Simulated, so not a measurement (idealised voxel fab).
Title: Process Module voxel ribs on slabs
It is cross-section cut that appears here, measuring 200 nm in width, its square cells being 5 nm in size.
For the purposes of this document, a cross-section shall be understood as a grid of square cells, specified as bands listed in top-to-bottom order, each band consisting of one or more rows of cells.
Each band's line starts with the height of the band's top and of its bottom, in nm. Then come its materials from left to right, each with its width in nm. One material with "throughout" fills the band from edge to edge. "air" is empty space.
A quick word on heights: they are counted from 0, and under that level the wafer as it came to us is one material throughout. The lowest band is different from the rest in having no bottom; it simply continues downward, written as in "from 0 down".
With a width like "30->40", each row of cells in the band differs from the next by the same amount, the top row carrying the first number and the bottom row the second.
A step reported as "nothing altered" is a step in which no cell of the cross-section changed.
This entry, "Sealed voids", enumerates those empty regions of no fewer than 8 cells that possess no open connection to the top. Each region is reported in the form width x height at distance, the distance being taken from the left edge, with all three quantities expressed in nm.
The remark found on a step's line after its settings is issued by the simulator itself and pertains to that step.
What "overlay nm" on a step's line means: if the step has a mask, that mask lay this far to the right of its planned place, or, when the value is negative, to the left.

Planned step list for the process
1. RECEIVE [material Si]
2. DIRECTIONAL_DEP [material SiO2] [thk nm 20]
3. DIRECTIONAL_DEP [material SiN] [thk nm 25]
4. PATTERN [tone cover] [mask id RIB] [material resist] [width nm 20] [thk nm 20] [overlay nm 0]
5. DIRECTIONAL_ETCH [etch materials SiN] [depth nm 5]
6. STRIP [etch materials resist]
7. PATTERN [tone cover] [mask id SLAB] [material resist] [width nm 80] [thk nm 15] [overlay nm 0]
8. DIRECTIONAL_ETCH [etch materials SiN] [depth nm 20]
9. STRIP [etch materials resist]
10. FILL_DEP [material SiO2] [thk nm 30]
11. CMP [height nm 65]
12. DIRECTIONAL_DEP [material W] [thk nm 10]
13. MASKED_ETCH [tone cover] [mask id HEATER] [width nm 30] [etch materials W] [depth nm 10] [overlay nm 0]
14. CONFORMAL_DEP [material SiO2] [thk nm 10]

Wafer cross-section on receipt, i.e. after step 1
- from 0 down = Si throughout
- Sealed voids: none

Cross-section at module end, one run error; start and plan unchanged from above
- from 85 to 75 = air: 75, SiO2: 50, air: 75
- from 75 to 65 = SiO2: 85, W: 30, SiO2: 85
- from 65 to 45 = SiO2: 60, SiN: 80, SiO2: 60
- from 45 to 20 = SiN throughout
- from 20 to 0 = SiO2 throughout
- from 0 down = Si throughout
- Sealed voids: none
Deviation noted in wafer processing: step 3 of the plan was performed twice
